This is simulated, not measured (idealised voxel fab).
The following is a process module called voxel fin reveal.
It is cross-section cut that appears here, measuring 295 nm in width, its square cells being 5 nm in size.
Bands, listed from the top down, are how a cross-section gets written in this document; the cross-section itself is a grid of square cells, and a band is one or more rows of them. The entry gives the band's vertical extent as a top height and a bottom height in nm, then its horizontal make-up as materials from left to right, each with a width in nm. "blank" stands for empty space; a single material marked "throughout" fills the band edge to edge. A quick word on heights: they are counted from 0, and under that level the wafer as it came to us is one material throughout. The lowest band is different from the rest in having no bottom; it simply continues downward, written as in "from 0 down". Top row gets the first number, bottom row gets the second, and each row in between changes by the same step: that is how a band width like "30->40" works. Reading "remains unaltered" for a step: not a cell of the cross-section changed in it. Reported under the label "Closed internal voids" are the empty spaces having no open way to the top and comprising 8 cells or more; the notation for each is width x height at distance, in which the distance is measured from the left edge and all three values are in nm. What comes after the settings on a step's line is commentary from the simulator itself on that step. overlay nm: for a step with a mask, the amount by which the mask lay right of where it was planned; a negative amount means left of it.
**The steps planned for the process are as follows**
1) RECEIVE (material Si)
2) CONFORMAL_DEP (material SiN; thk nm 10)
3) DIRECTIONAL_DEP (material aC; thk nm 10)
4) PATTERN (tone cover; mask id FINS; material resist; width nm 15; pitch nm 45; thk nm 30; overlay nm 0)
5) DIRECTIONAL_ETCH (etch materials aC; depth nm 10)
6) STRIP (etch materials resist)
7) DIRECTIONAL_ETCH (etch materials SiN; depth nm 10)
8) DIRECTIONAL_ETCH (etch materials Si; depth nm 40)
9) STRIP (etch materials aC)
10) FILL_DEP (material SiO2; thk nm 5)
11) CMP (height nm 10)
12) SELECTIVE_ETCH (etch materials SiO2; depth nm 25)
13) STRIP (etch materials SiN)
**Step 1 complete: cross-section of the wafer as received**
    from 0 down: Si throughout
    Closed internal voids: none
**Looking at the first of two wafers in cross-section at end of module - ran to plan**
    from 0 to -15: blank: 70 / Si: 15 / blank: 30 / Si: 15 / blank: 30 / Si: 15 / blank: 30 / Si: 15 / blank: 75
    from -15 to -40: SiO2: 70 / Si: 15 / SiO2: 30 / Si: 15 / SiO2: 30 / Si: 15 / SiO2: 30 / Si: 15 / SiO2: 75
    from -40 down: Si throughout
    Closed internal voids: none
**Cross-sectional view: second of two wafers, end of module; start and plan identical to the first, one mistake in running**
    from 10 to 0: blank: 70 / SiN: 15 / blank: 30 / SiN: 15 / blank: 30 / SiN: 15 / blank: 30 / SiN: 15 / blank: 75
    from 0 to -40: blank: 70 / Si: 15 / blank: 30 / Si: 15 / blank: 30 / Si: 15 / blank: 30 / Si: 15 / blank: 75
    from -40 down: Si throughout
    Closed internal voids: none
Misprocessing identified: step 13 went in with a setting other than planned; the actual run was STRIP (etch materials SiO2)
Per the end-of-run cell counts, the second wafer holds more or fewer of some materials than the first: SiN +24, SiO2 -235
